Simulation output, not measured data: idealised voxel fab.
The process module that follows is named voxel air gaps.
Pictured: cross-section cut, 215 nm wide, on a grid of 5 nm square cells.
In this document a cross-section is written as a grid of square cells. It is given as a series of bands, listed from the top down, and a band is one or more rows of cells. Basically the band line says how high the top is and how high the bottom is, in nm, and then what's in it from left to right, every material with its width in nm. Empty space shows up as "blank", and if a single material carries "all across" it runs the full band edge to edge. Below 0: as-received wafer, all one material; heights counted from there. Lowest band: no bottom, goes on down, written "z 0 and below". Per-row width for "30 to 40": begins at first number (top row of band), ends at second number (bottom row), increment between rows held constant. You'll sometimes find "no change occurred" written for a step, and that's the way of saying that nowhere in the cross-section did a cell change during that step. "Cavities, closed" specifies each empty space that is not open to the top and that occupies no fewer than 8 cells, using the form width x height at distance, the distance measured from the left edge and all three quantities in nm. On a step's line, text after the settings is the simulator commenting on that step. overlay nm: step with mask; distance mask lay right of planned place; negative value = left of planned place. If you're wondering how to read the rest of this, here's the deal. It's pairs of cross-sections: one from before a process step, one from after it. The after one is only drawn as far down as the lowest band that changed. Right under each pair you'll see which step sits between them and what its settings were. Don't read the pairs as one continuous story, though. They can come from different runs of this module on the same starting wafer, and a pair only carries on from the one above it where its entry headed "Pre-step" says so.
### Pre-step
- z 0 and below | Si all across
- Cavities, closed: none
### Resulting Cross-Section
- z 10 to 0 | SiO2 all across
- Whatever lies below 0 is exactly as it was before.
- Cavities, closed: none
In between the cross-sections above, the run called for CONFORMAL_DEP,material SiO2,thk nm 10
Pre-step: per the after cross-section of the pair just above.
### Resulting Cross-Section
- z 15 to 10 | SiN all across
- Whatever lies below 10 is exactly as it was before.
- Cavities, closed: none
In between the cross-sections above, the run called for CONFORMAL_DEP,material SiN,thk nm 5
Pre-step: per the after cross-section of the pair just above.
### Resulting Cross-Section
- z 55 to 15 | SiO2 all across
- Whatever lies below 15 is exactly as it was before.
- Cavities, closed: none
In between the cross-sections above, the run called for DIRECTIONAL_DEP,material SiO2,thk nm 40
Pre-step: per the after cross-section of the pair just above.
### Resulting Cross-Section
- z 65 to 55 | aC all across
- Whatever lies below 55 is exactly as it was before.
- Cavities, closed: none
In between the cross-sections above, the run called for DIRECTIONAL_DEP,material aC,thk nm 10
Pre-step: per the after cross-section of the pair just above.
### Resulting Cross-Section
- z 90 to 65 | 30 resist, then 20 blank, then 25 resist, then 20 blank, then 25 resist, then 20 blank, then 25 resist, then 20 blank, then 30 resist
- Whatever lies below 65 is exactly as it was before.
- Cavities, closed: none
In between the cross-sections above, the run called for PATTERN,tone open,mask id LINES,material resist,width nm 20,pitch nm 45,thk nm 25,overlay nm 0
Pre-step: per the after cross-section of the pair just above.
### Resulting Cross-Section
- z 80 to 65 | 30 resist, then 20 blank, then 25 resist, then 20 blank, then 25 resist, then 20 blank, then 25 resist, then 20 blank, then 30 resist
- z 65 to 55 | 30 aC, then 20 blank, then 25 aC, then 20 blank, then 25 aC, then 20 blank, then 25 aC, then 20 blank, then 30 aC
- Whatever lies below 55 is exactly as it was before.
- Cavities, closed: none
In between the cross-sections above, the run called for DIRECTIONAL_ETCH,etch materials aC,depth nm 10
Pre-step: per the after cross-section of the pair just above.
### Resulting Cross-Section
- z 65 to 55 | 30 aC, then 20 blank, then 25 aC, then 20 blank, then 25 aC, then 20 blank, then 25 aC, then 20 blank, then 30 aC
- Whatever lies below 55 is exactly as it was before.
- Cavities, closed: none
In between the cross-sections above, the run called for STRIP,etch materials resist
Pre-step: per the after cross-section of the pair just above.
### Resulting Cross-Section
- z 65 to 55 | 30 aC, then 20 blank, then 25 aC, then 20 blank, then 25 aC, then 20 blank, then 25 aC, then 20 blank, then 30 aC
- z 55 to 15 | 30 SiO2, then 20 blank, then 25 SiO2, then 20 blank, then 25 SiO2, then 20 blank, then 25 SiO2, then 20 blank, then 30 SiO2
- Whatever lies below 15 is exactly as it was before.
- Cavities, closed: none
In between the cross-sections above, the run called for DIRECTIONAL_ETCH,etch materials SiO2,depth nm 40
Pre-step: per the after cross-section of the pair just above.
### Resulting Cross-Section
- z 55 to 15 | 30 SiO2, then 20 blank, then 25 SiO2, then 20 blank, then 25 SiO2, then 20 blank, then 25 SiO2, then 20 blank, then 30 SiO2
- Whatever lies below 15 is exactly as it was before.
- Cavities, closed: none
In between the cross-sections above, the run called for STRIP,etch materials aC
Pre-step: per the after cross-section of the pair just above.
### Resulting Cross-Section
- z 60 to 55 | 35 TiN, then 10 blank, then 35 TiN, then 10 blank, then 35 TiN, then 10 blank, then 35 TiN, then 10 blank, then 35 TiN
- z 55 to 20 | 30 SiO2, then 5 TiN, then 10 blank, then 5 TiN, then 25 SiO2, then 5 TiN, then 10 blank, then 5 TiN, then 25 SiO2, then 5 TiN, then 10 blank, then 5 TiN, then 25 SiO2, then 5 TiN, then 10 blank, then 5 TiN, then 30 SiO2
- z 20 to 15 | 30 SiO2, then 20 TiN, then 25 SiO2, then 20 TiN, then 25 SiO2, then 20 TiN, then 25 SiO2, then 20 TiN, then 30 SiO2
- Whatever lies below 15 is exactly as it was before.
- Cavities, closed: none
In between the cross-sections above, the run called for CONFORMAL_DEP,material TiN,thk nm 5
Pre-step: per the after cross-section of the pair just above.
### Resulting Cross-Section
- z 65 to 60 | Ru all across
- z 60 to 55 | 35 TiN, then 10 Ru, then 35 TiN, then 10 Ru, then 35 TiN, then 10 Ru, then 35 TiN, then 10 Ru, then 35 TiN
- z 55 to 20 | 30 SiO2, then 5 TiN, then 10 Ru, then 5 TiN, then 25 SiO2, then 5 TiN, then 10 Ru, then 5 TiN, then 25 SiO2, then 5 TiN, then 10 Ru, then 5 TiN, then 25 SiO2, then 5 TiN, then 10 Ru, then 5 TiN, then 30 SiO2
- Whatever lies below 20 is exactly as it was before.
- Cavities, closed: none
In between the cross-sections above, the run called for FILL_DEP,material Ru,thk nm 5
Pre-step: per the after cross-section of the pair just above.
### Resulting Cross-Section
- z 55 to 20 | 30 SiO2, then 5 TiN, then 10 Ru, then 5 TiN, then 25 SiO2, then 5 TiN, then 10 Ru, then 5 TiN, then 25 SiO2, then 5 TiN, then 10 Ru, then 5 TiN, then 25 SiO2, then 5 TiN, then 10 Ru, then 5 TiN, then 30 SiO2
- Whatever lies below 20 is exactly as it was before.
- Cavities, closed: none
In between the cross-sections above, the run called for CMP,height nm 55
Pre-step: per the after cross-section of the pair just above.
### Resulting Cross-Section
- z 65 to 55 | 20 blank, then 40 Ru, then 5 blank, then 40 Ru, then 5 blank, then 40 Ru, then 5 blank, then 40 Ru, then 20 blank
- Whatever lies below 55 is exactly as it was before.
- Cavities, closed: none
In between the cross-sections above, the run called for EPI,material Ru,thk nm 10
Pre-step: per the after cross-section of the pair just above.
### Resulting Cross-Section
- z 65 to 55 | 20 blank, then 40 Ru, then 5 blank, then 40 Ru, then 5 blank, then 40 Ru, then 5 blank, then 40 Ru, then 20 blank
- z 55 to 20 | 30 blank, then 5 TiN, then 10 Ru, then 5 TiN, then 25 blank, then 5 TiN, then 10 Ru, then 5 TiN, then 25 blank, then 5 TiN, then 10 Ru, then 5 TiN, then 25 blank, then 5 TiN, then 10 Ru, then 5 TiN, then 30 blank
- z 20 to 15 | 30 blank, then 20 TiN, then 25 blank, then 20 TiN, then 25 blank, then 20 TiN, then 25 blank, then 20 TiN, then 30 blank
- Whatever lies below 15 is exactly as it was before.
- Cavities, closed: none
In between the cross-sections above, the run called for SELECTIVE_ETCH,etch materials SiO2,depth nm 50
Pre-step: per the after cross-section of the pair just above.
### Resulting Cross-Section
- z 70 to 65 | 15 blank, then 185 SiN, then 15 blank
- z 65 to 55 | 15 blank, then 5 SiN, then 40 Ru, then 5 SiN, then 40 Ru, then 5 SiN, then 40 Ru, then 5 SiN, then 40 Ru, then 5 SiN, then 15 blank
- z 55 to 50 | 15 blank, then 15 SiN, then 5 TiN, then 10 Ru, then 5 TiN, then 25 SiN, then 5 TiN, then 10 Ru, then 5 TiN, then 25 SiN, then 5 TiN, then 10 Ru, then 5 TiN, then 25 SiN, then 5 TiN, then 10 Ru, then 5 TiN, then 15 SiN, then 15 blank
- z 50 to 20 | 25 blank, then 5 SiN, then 5 TiN, then 10 Ru, then 5 TiN, then 5 SiN, then 15 blank, then 5 SiN, then 5 TiN, then 10 Ru, then 5 TiN, then 5 SiN, then 15 blank, then 5 SiN, then 5 TiN, then 10 Ru, then 5 TiN, then 5 SiN, then 15 blank, then 5 SiN, then 5 TiN, then 10 Ru, then 5 TiN, then 5 SiN, then 25 blank
- z 20 to 15 | 30 SiN, then 20 TiN, then 25 SiN, then 20 TiN, then 25 SiN, then 20 TiN, then 25 SiN, then 20 TiN, then 30 SiN
- Whatever lies below 15 is exactly as it was before.
- Cavities, closed: 15 x 30 at 55; 15 x 30 at 100; 15 x 30 at 145
In between the cross-sections above, the run called for CONFORMAL_DEP,material SiN,thk nm 5
### Pre-step
- z 65 to 55 | 20 blank, then 40 Ru, then 5 blank, then 40 Ru, then 5 blank, then 40 Ru, then 5 blank, then 40 Ru, then 20 blank
- z 55 to 20 | 30 SiO2, then 5 TiN, then 10 Ru, then 5 TiN, then 25 SiO2, then 5 TiN, then 10 Ru, then 5 TiN, then 25 SiO2, then 5 TiN, then 10 Ru, then 5 TiN, then 25 SiO2, then 5 TiN, then 10 Ru, then 5 TiN, then 30 SiO2
- z 20 to 15 | 30 SiO2, then 20 TiN, then 25 SiO2, then 20 TiN, then 25 SiO2, then 20 TiN, then 25 SiO2, then 20 TiN, then 30 SiO2
- z 15 to 10 | SiN all across
- z 10 to 0 | SiO2 all across
- z 0 and below | Si all across
- Cavities, closed: none
### Resulting Cross-Section
- z 75 to 55 | 10 blank, then 195 Ru, then 10 blank
- Whatever lies below 55 is exactly as it was before.
- Cavities, closed: none
In between the cross-sections above, the run called for EPI,material Ru,thk nm 10
Pre-step: per the after cross-section of the pair just above.
### Resulting Cross-Section
- z 75 to 55 | 10 blank, then 195 Ru, then 10 blank
- z 55 to 20 | 30 blank, then 5 TiN, then 10 Ru, then 5 TiN, then 25 SiO2, then 5 TiN, then 10 Ru, then 5 TiN, then 25 SiO2, then 5 TiN, then 10 Ru, then 5 TiN, then 25 SiO2, then 5 TiN, then 10 Ru, then 5 TiN, then 30 blank
- z 20 to 15 | 30 blank, then 20 TiN, then 25 SiO2, then 20 TiN, then 25 SiO2, then 20 TiN, then 25 SiO2, then 20 TiN, then 30 blank
- Whatever lies below 15 is exactly as it was before.
- Cavities, closed: none
In between the cross-sections above, the run called for SELECTIVE_ETCH,etch materials SiO2,depth nm 50
Pre-step: per the after cross-section of the pair just above.
### Resulting Cross-Section
- z 80 to 75 | 5 blank, then 205 SiN, then 5 blank
- z 75 to 55 | 5 blank, then 5 SiN, then 195 Ru, then 5 SiN, then 5 blank
- z 55 to 50 | 5 blank, then 25 SiN, then 5 TiN, then 10 Ru, then 5 TiN, then 25 SiO2, then 5 TiN, then 10 Ru, then 5 TiN, then 25 SiO2, then 5 TiN, then 10 Ru, then 5 TiN, then 25 SiO2, then 5 TiN, then 10 Ru, then 5 TiN, then 25 SiN, then 5 blank
- z 50 to 20 | 25 blank, then 5 SiN, then 5 TiN, then 10 Ru, then 5 TiN, then 25 SiO2, then 5 TiN, then 10 Ru, then 5 TiN, then 25 SiO2, then 5 TiN, then 10 Ru, then 5 TiN, then 25 SiO2, then 5 TiN, then 10 Ru, then 5 TiN, then 5 SiN, then 25 blank
- z 20 to 15 | 30 SiN, then 20 TiN, then 25 SiO2, then 20 TiN, then 25 SiO2, then 20 TiN, then 25 SiO2, then 20 TiN, then 30 SiN
- Whatever lies below 15 is exactly as it was before.
- Cavities, closed: none
In between the cross-sections above, the run called for CONFORMAL_DEP,material SiN,thk nm 5
### Pre-step
- z 10 to 0 | SiO2 all across
- z 0 and below | Si all across
- Cavities, closed: none
### Resulting Cross-Section
- z 50 to 0 | SiO2 all across
- Whatever lies below 0 is exactly as it was before.
- Cavities, closed: none
In between the cross-sections above, the run called for DIRECTIONAL_DEP,material SiO2,thk nm 40
Pre-step: per the after cross-section of the pair just above.
### Resulting Cross-Section
- z 55 to 50 | SiN all across
- Whatever lies below 50 is exactly as it was before.
- Cavities, closed: none
In between the cross-sections above, the run called for CONFORMAL_DEP,material SiN,thk nm 5
Pre-step: per the after cross-section of the pair just above.
### Resulting Cross-Section
- z 65 to 55 | aC all across
- Whatever lies below 55 is exactly as it was before.
- Cavities, closed: none
In between the cross-sections above, the run called for DIRECTIONAL_DEP,material aC,thk nm 10
Pre-step: per the after cross-section of the pair just above.
### Resulting Cross-Section
- z 90 to 65 | 30 resist, then 20 blank, then 25 resist, then 20 blank, then 25 resist, then 20 blank, then 25 resist, then 20 blank, then 30 resist
- Whatever lies below 65 is exactly as it was before.
- Cavities, closed: none
In between the cross-sections above, the run called for PATTERN,tone open,mask id LINES,material resist,width nm 20,pitch nm 45,thk nm 25,overlay nm 0
Pre-step: per the after cross-section of the pair just above.
### Resulting Cross-Section
- z 80 to 65 | 30 resist, then 20 blank, then 25 resist, then 20 blank, then 25 resist, then 20 blank, then 25 resist, then 20 blank, then 30 resist
- z 65 to 55 | 30 aC, then 20 blank, then 25 aC, then 20 blank, then 25 aC, then 20 blank, then 25 aC, then 20 blank, then 30 aC
- Whatever lies below 55 is exactly as it was before.
- Cavities, closed: none
In between the cross-sections above, the run called for DIRECTIONAL_ETCH,etch materials aC,depth nm 10
Pre-step: per the after cross-section of the pair just above.
### Resulting Cross-Section
- z 65 to 55 | 30 aC, then 20 blank, then 25 aC, then 20 blank, then 25 aC, then 20 blank, then 25 aC, then 20 blank, then 30 aC
- Whatever lies below 55 is exactly as it was before.
- Cavities, closed: none
In between the cross-sections above, the run called for STRIP,etch materials resist
Pre-step: per the after cross-section of the pair just above.
### Resulting Cross-Section
- z 55 to 50 | SiN all across
- Whatever lies below 50 is exactly as it was before.
- Cavities, closed: none
In between the cross-sections above, the run called for STRIP,etch materials aC
Pre-step: per the after cross-section of the pair just above.
### Resulting Cross-Section
- z 60 to 55 | TiN all across
- Whatever lies below 55 is exactly as it was before.
- Cavities, closed: none
In between the cross-sections above, the run called for CONFORMAL_DEP,material TiN,thk nm 5
Pre-step: per the after cross-section of the pair just above.
### Resulting Cross-Section
- z 65 to 60 | Ru all across
- Whatever lies below 60 is exactly as it was before.
- Cavities, closed: none
In between the cross-sections above, the run called for FILL_DEP,material Ru,thk nm 5
Pre-step: per the after cross-section of the pair just above.
### Resulting Cross-Section
- z 55 to 50 | SiN all across
- Whatever lies below 50 is exactly as it was before.
- Cavities, closed: none
In between the cross-sections above, the run called for CMP,height nm 55
Pre-step: per the after cross-section of the pair just above.
### Resulting Cross-Section
- z 60 to 50 | SiN all across
- Whatever lies below 50 is exactly as it was before.
- Cavities, closed: none
In between the cross-sections above, the run called for CONFORMAL_DEP,material SiN,thk nm 5
### Pre-step
- z 10 to 0 | SiO2 all across
- z 0 and below | Si all across
- Cavities, closed: none
### Resulting Cross-Section
- z 25 to 10 | SiN all across
- Whatever lies below 10 is exactly as it was before.
- Cavities, closed: none
In between the cross-sections above, the run called for CONFORMAL_DEP,material SiN,thk nm 15
Pre-step: per the after cross-section of the pair just above.
### Resulting Cross-Section
- z 65 to 25 | SiO2 all across
- Whatever lies below 25 is exactly as it was before.
- Cavities, closed: none
In between the cross-sections above, the run called for DIRECTIONAL_DEP,material SiO2,thk nm 40
Pre-step: per the after cross-section of the pair just above.
### Resulting Cross-Section
- z 75 to 65 | aC all across
- Whatever lies below 65 is exactly as it was before.
- Cavities, closed: none
In between the cross-sections above, the run called for DIRECTIONAL_DEP,material aC,thk nm 10
Pre-step: per the after cross-section of the pair just above.
### Resulting Cross-Section
- z 100 to 75 | 30 resist, then 20 blank, then 25 resist, then 20 blank, then 25 resist, then 20 blank, then 25 resist, then 20 blank, then 30 resist
- Whatever lies below 75 is exactly as it was before.
- Cavities, closed: none
In between the cross-sections above, the run called for PATTERN,tone open,mask id LINES,material resist,width nm 20,pitch nm 45,thk nm 25,overlay nm 0
Pre-step: per the after cross-section of the pair just above.
### Resulting Cross-Section
- z 90 to 75 | 30 resist, then 20 blank, then 25 resist, then 20 blank, then 25 resist, then 20 blank, then 25 resist, then 20 blank, then 30 resist
- z 75 to 65 | 30 aC, then 20 blank, then 25 aC, then 20 blank, then 25 aC, then 20 blank, then 25 aC, then 20 blank, then 30 aC
- Whatever lies below 65 is exactly as it was before.
- Cavities, closed: none
In between the cross-sections above, the run called for DIRECTIONAL_ETCH,etch materials aC,depth nm 10
Pre-step: per the after cross-section of the pair just above.
### Resulting Cross-Section
- z 75 to 65 | 30 aC, then 20 blank, then 25 aC, then 20 blank, then 25 aC, then 20 blank, then 25 aC, then 20 blank, then 30 aC
- Whatever lies below 65 is exactly as it was before.
- Cavities, closed: none
In between the cross-sections above, the run called for STRIP,etch materials resist
Pre-step: per the after cross-section of the pair just above.
### Resulting Cross-Section
- z 75 to 65 | 30 aC, then 20 blank, then 25 aC, then 20 blank, then 25 aC, then 20 blank, then 25 aC, then 20 blank, then 30 aC
- z 65 to 25 | 30 SiO2, then 20 blank, then 25 SiO2, then 20 blank, then 25 SiO2, then 20 blank, then 25 SiO2, then 20 blank, then 30 SiO2
- Whatever lies below 25 is exactly as it was before.
- Cavities, closed: none
In between the cross-sections above, the run called for DIRECTIONAL_ETCH,etch materials SiO2,depth nm 40
Pre-step: per the after cross-section of the pair just above.
### Resulting Cross-Section
- z 65 to 25 | 30 SiO2, then 20 blank, then 25 SiO2, then 20 blank, then 25 SiO2, then 20 blank, then 25 SiO2, then 20 blank, then 30 SiO2
- Whatever lies below 25 is exactly as it was before.
- Cavities, closed: none
In between the cross-sections above, the run called for STRIP,etch materials aC
Pre-step: per the after cross-section of the pair just above.
### Resulting Cross-Section
- z 70 to 65 | 35 TiN, then 10 blank, then 35 TiN, then 10 blank, then 35 TiN, then 10 blank, then 35 TiN, then 10 blank, then 35 TiN
- z 65 to 30 | 30 SiO2, then 5 TiN, then 10 blank, then 5 TiN, then 25 SiO2, then 5 TiN, then 10 blank, then 5 TiN, then 25 SiO2, then 5 TiN, then 10 blank, then 5 TiN, then 25 SiO2, then 5 TiN, then 10 blank, then 5 TiN, then 30 SiO2
- z 30 to 25 | 30 SiO2, then 20 TiN, then 25 SiO2, then 20 TiN, then 25 SiO2, then 20 TiN, then 25 SiO2, then 20 TiN, then 30 SiO2
- Whatever lies below 25 is exactly as it was before.
- Cavities, closed: none
In between the cross-sections above, the run called for CONFORMAL_DEP,material TiN,thk nm 5
Pre-step: per the after cross-section of the pair just above.
### Resulting Cross-Section
- z 75 to 70 | Ru all across
- z 70 to 65 | 35 TiN, then 10 Ru, then 35 TiN, then 10 Ru, then 35 TiN, then 10 Ru, then 35 TiN, then 10 Ru, then 35 TiN
- z 65 to 30 | 30 SiO2, then 5 TiN, then 10 Ru, then 5 TiN, then 25 SiO2, then 5 TiN, then 10 Ru, then 5 TiN, then 25 SiO2, then 5 TiN, then 10 Ru, then 5 TiN, then 25 SiO2, then 5 TiN, then 10 Ru, then 5 TiN, then 30 SiO2
- Whatever lies below 30 is exactly as it was before.
- Cavities, closed: none
In between the cross-sections above, the run called for FILL_DEP,material Ru,thk nm 5
Pre-step: per the after cross-section of the pair just above.
### Resulting Cross-Section
- z 55 to 30 | 30 SiO2, then 5 TiN, then 10 Ru, then 5 TiN, then 25 SiO2, then 5 TiN, then 10 Ru, then 5 TiN, then 25 SiO2, then 5 TiN, then 10 Ru, then 5 TiN, then 25 SiO2, then 5 TiN, then 10 Ru, then 5 TiN, then 30 SiO2
- Whatever lies below 30 is exactly as it was before.
- Cavities, closed: none
In between the cross-sections above, the run called for CMP,height nm 55
Pre-step: per the after cross-section of the pair just above.
### Resulting Cross-Section
- z 65 to 55 | 20 blank, then 40 Ru, then 5 blank, then 40 Ru, then 5 blank, then 40 Ru, then 5 blank, then 40 Ru, then 20 blank
- Whatever lies below 55 is exactly as it was before.
- Cavities, closed: none
In between the cross-sections above, the run called for EPI,material Ru,thk nm 10
Pre-step: per the after cross-section of the pair just above.
### Resulting Cross-Section
- z 65 to 55 | 20 blank, then 40 Ru, then 5 blank, then 40 Ru, then 5 blank, then 40 Ru, then 5 blank, then 40 Ru, then 20 blank
- z 55 to 30 | 30 blank, then 5 TiN, then 10 Ru, then 5 TiN, then 25 blank, then 5 TiN, then 10 Ru, then 5 TiN, then 25 blank, then 5 TiN, then 10 Ru, then 5 TiN, then 25 blank, then 5 TiN, then 10 Ru, then 5 TiN, then 30 blank
- z 30 to 25 | 30 blank, then 20 TiN, then 25 blank, then 20 TiN, then 25 blank, then 20 TiN, then 25 blank, then 20 TiN, then 30 blank
- Whatever lies below 25 is exactly as it was before.
- Cavities, closed: none
In between the cross-sections above, the run called for SELECTIVE_ETCH,etch materials SiO2,depth nm 50
Pre-step: per the after cross-section of the pair just above.
### Resulting Cross-Section
- z 70 to 65 | 15 blank, then 185 SiN, then 15 blank
- z 65 to 55 | 15 blank, then 5 SiN, then 40 Ru, then 5 SiN, then 40 Ru, then 5 SiN, then 40 Ru, then 5 SiN, then 40 Ru, then 5 SiN, then 15 blank
- z 55 to 50 | 15 blank, then 15 SiN, then 5 TiN, then 10 Ru, then 5 TiN, then 25 SiN, then 5 TiN, then 10 Ru, then 5 TiN, then 25 SiN, then 5 TiN, then 10 Ru, then 5 TiN, then 25 SiN, then 5 TiN, then 10 Ru, then 5 TiN, then 15 SiN, then 15 blank
- z 50 to 30 | 25 blank, then 5 SiN, then 5 TiN, then 10 Ru, then 5 TiN, then 5 SiN, then 15 blank, then 5 SiN, then 5 TiN, then 10 Ru, then 5 TiN, then 5 SiN, then 15 blank, then 5 SiN, then 5 TiN, then 10 Ru, then 5 TiN, then 5 SiN, then 15 blank, then 5 SiN, then 5 TiN, then 10 Ru, then 5 TiN, then 5 SiN, then 25 blank
- z 30 to 25 | 30 SiN, then 20 TiN, then 25 SiN, then 20 TiN, then 25 SiN, then 20 TiN, then 25 SiN, then 20 TiN, then 30 SiN
- Whatever lies below 25 is exactly as it was before.
- Cavities, closed: 15 x 20 at 55; 15 x 20 at 100; 15 x 20 at 145
In between the cross-sections above, the run called for CONFORMAL_DEP,material SiN,thk nm 5
### Pre-step
- z 65 to 55 | aC all across
- z 55 to 15 | SiO2 all across
- z 15 to 10 | SiN all across
- z 10 to 0 | SiO2 all across
- z 0 and below | Si all across
- Cavities, closed: none
### Resulting Cross-Section
- z 90 to 65 | 30 resist, then 25 blank, then 20 resist, then 25 blank, then 20 resist, then 25 blank, then 20 resist, then 25 blank, then 25 resist
- Whatever lies below 65 is exactly as it was before.
- Cavities, closed: none
In between the cross-sections above, the run called for PATTERN,tone open,mask id LINES,material resist,width nm 25,pitch nm 45,thk nm 25,overlay nm 0
Pre-step: per the after cross-section of the pair just above.
### Resulting Cross-Section
- z 80 to 65 | 30 resist, then 25 blank, then 20 resist, then 25 blank, then 20 resist, then 25 blank, then 20 resist, then 25 blank, then 25 resist
- z 65 to 55 | 30 aC, then 25 blank, then 20 aC, then 25 blank, then 20 aC, then 25 blank, then 20 aC, then 25 blank, then 25 aC
- Whatever lies below 55 is exactly as it was before.
- Cavities, closed: none
In between the cross-sections above, the run called for DIRECTIONAL_ETCH,etch materials aC,depth nm 10
Pre-step: per the after cross-section of the pair just above.
### Resulting Cross-Section
- z 65 to 55 | 30 aC, then 25 blank, then 20 aC, then 25 blank, then 20 aC, then 25 blank, then 20 aC, then 25 blank, then 25 aC
- Whatever lies below 55 is exactly as it was before.
- Cavities, closed: none
In between the cross-sections above, the run called for STRIP,etch materials resist
Pre-step: per the after cross-section of the pair just above.
### Resulting Cross-Section
- z 65 to 55 | 30 aC, then 25 blank, then 20 aC, then 25 blank, then 20 aC, then 25 blank, then 20 aC, then 25 blank, then 25 aC
- z 55 to 15 | 30 SiO2, then 25 blank, then 20 SiO2, then 25 blank, then 20 SiO2, then 25 blank, then 20 SiO2, then 25 blank, then 25 SiO2
- Whatever lies below 15 is exactly as it was before.
- Cavities, closed: none
In between the cross-sections above, the run called for DIRECTIONAL_ETCH,etch materials SiO2,depth nm 40
Pre-step: per the after cross-section of the pair just above.
### Resulting Cross-Section
- z 55 to 15 | 30 SiO2, then 25 blank, then 20 SiO2, then 25 blank, then 20 SiO2, then 25 blank, then 20 SiO2, then 25 blank, then 25 SiO2
- Whatever lies below 15 is exactly as it was before.
- Cavities, closed: none
In between the cross-sections above, the run called for STRIP,etch materials aC
Pre-step: per the after cross-section of the pair just above.
### Resulting Cross-Section
- z 60 to 55 | 35 TiN, then 15 blank, then 30 TiN, then 15 blank, then 30 TiN, then 15 blank, then 30 TiN, then 15 blank, then 30 TiN
- z 55 to 20 | 30 SiO2, then 5 TiN, then 15 blank, then 5 TiN, then 20 SiO2, then 5 TiN, then 15 blank, then 5 TiN, then 20 SiO2, then 5 TiN, then 15 blank, then 5 TiN, then 20 SiO2, then 5 TiN, then 15 blank, then 5 TiN, then 25 SiO2
- z 20 to 15 | 30 SiO2, then 25 TiN, then 20 SiO2, then 25 TiN, then 20 SiO2, then 25 TiN, then 20 SiO2, then 25 TiN, then 25 SiO2
- Whatever lies below 15 is exactly as it was before.
- Cavities, closed: none
In between the cross-sections above, the run called for CONFORMAL_DEP,material TiN,thk nm 5
Pre-step: per the after cross-section of the pair just above.
### Resulting Cross-Section
- z 65 to 60 | Ru all across
- z 60 to 55 | 35 TiN, then 15 Ru, then 30 TiN, then 15 Ru, then 30 TiN, then 15 Ru, then 30 TiN, then 15 Ru, then 30 TiN
- z 55 to 20 | 30 SiO2, then 5 TiN, then 15 Ru, then 5 TiN, then 20 SiO2, then 5 TiN, then 15 Ru, then 5 TiN, then 20 SiO2, then 5 TiN, then 15 Ru, then 5 TiN, then 20 SiO2, then 5 TiN, then 15 Ru, then 5 TiN, then 25 SiO2
- Whatever lies below 20 is exactly as it was before.
- Cavities, closed: none
In between the cross-sections above, the run called for FILL_DEP,material Ru,thk nm 5
Pre-step: per the after cross-section of the pair just above.
### Resulting Cross-Section
- z 55 to 20 | 30 SiO2, then 5 TiN, then 15 Ru, then 5 TiN, then 20 SiO2, then 5 TiN, then 15 Ru, then 5 TiN, then 20 SiO2, then 5 TiN, then 15 Ru, then 5 TiN, then 20 SiO2, then 5 TiN, then 15 Ru, then 5 TiN, then 25 SiO2
- Whatever lies below 20 is exactly as it was before.
- Cavities, closed: none
In between the cross-sections above, the run called for CMP,height nm 55
Pre-step: per the after cross-section of the pair just above.
### Resulting Cross-Section
- z 65 to 55 | 20 blank, then 180 Ru, then 15 blank
- Whatever lies below 55 is exactly as it was before.
- Cavities, closed: none
In between the cross-sections above, the run called for EPI,material Ru,thk nm 10
Pre-step: per the after cross-section of the pair just above.
### Resulting Cross-Section
- z 65 to 55 | 20 blank, then 180 Ru, then 15 blank
- z 55 to 20 | 30 blank, then 5 TiN, then 15 Ru, then 5 TiN, then 20 SiO2, then 5 TiN, then 15 Ru, then 5 TiN, then 20 SiO2, then 5 TiN, then 15 Ru, then 5 TiN, then 20 SiO2, then 5 TiN, then 15 Ru, then 5 TiN, then 25 blank
- z 20 to 15 | 30 blank, then 25 TiN, then 20 SiO2, then 25 TiN, then 20 SiO2, then 25 TiN, then 20 SiO2, then 25 TiN, then 25 blank
- Whatever lies below 15 is exactly as it was before.
- Cavities, closed: none
In between the cross-sections above, the run called for SELECTIVE_ETCH,etch materials SiO2,depth nm 50
Pre-step: per the after cross-section of the pair just above.
### Resulting Cross-Section
- z 70 to 65 | 15 blank, then 190 SiN, then 10 blank
- z 65 to 55 | 15 blank, then 5 SiN, then 180 Ru, then 5 SiN, then 10 blank
- z 55 to 50 | 15 blank, then 15 SiN, then 5 TiN, then 15 Ru, then 5 TiN, then 20 SiO2, then 5 TiN, then 15 Ru, then 5 TiN, then 20 SiO2, then 5 TiN, then 15 Ru, then 5 TiN, then 20 SiO2, then 5 TiN, then 15 Ru, then 5 TiN, then 15 SiN, then 10 blank
- z 50 to 20 | 25 blank, then 5 SiN, then 5 TiN, then 15 Ru, then 5 TiN, then 20 SiO2, then 5 TiN, then 15 Ru, then 5 TiN, then 20 SiO2, then 5 TiN, then 15 Ru, then 5 TiN, then 20 SiO2, then 5 TiN, then 15 Ru, then 5 TiN, then 5 SiN, then 20 blank
- z 20 to 15 | 30 SiN, then 25 TiN, then 20 SiO2, then 25 TiN, then 20 SiO2, then 25 TiN, then 20 SiO2, then 25 TiN, then 25 SiN
- Whatever lies below 15 is exactly as it was before.
- Cavities, closed: none
In between the cross-sections above, the run called for CONFORMAL_DEP,material SiN,thk nm 5
### Pre-step
- z 65 to 55 | aC all across
- z 55 to 15 | SiO2 all across
- z 15 to 10 | SiN all across
- z 10 to 0 | SiO2 all across
- z 0 and below | Si all across
- Cavities, closed: none
### Resulting Cross-Section
- z 90 to 65 | 40 resist, then 20 blank, then 25 resist, then 20 blank, then 25 resist, then 20 blank, then 25 resist, then 20 blank, then 20 resist
- Whatever lies below 65 is exactly as it was before.
- Cavities, closed: none
In between the cross-sections above, the run called for PATTERN,tone open,mask id LINES,material resist,width nm 20,pitch nm 45,thk nm 25,overlay nm 10
Pre-step: per the after cross-section of the pair just above.
### Resulting Cross-Section
- z 80 to 65 | 40 resist, then 20 blank, then 25 resist, then 20 blank, then 25 resist, then 20 blank, then 25 resist, then 20 blank, then 20 resist
- z 65 to 55 | 40 aC, then 20 blank, then 25 aC, then 20 blank, then 25 aC, then 20 blank, then 25 aC, then 20 blank, then 20 aC
- Whatever lies below 55 is exactly as it was before.
- Cavities, closed: none
In between the cross-sections above, the run called for DIRECTIONAL_ETCH,etch materials aC,depth nm 10
Pre-step: per the after cross-section of the pair just above.
### Resulting Cross-Section
- z 65 to 55 | 40 aC, then 20 blank, then 25 aC, then 20 blank, then 25 aC, then 20 blank, then 25 aC, then 20 blank, then 20 aC
- Whatever lies below 55 is exactly as it was before.
- Cavities, closed: none
In between the cross-sections above, the run called for STRIP,etch materials resist
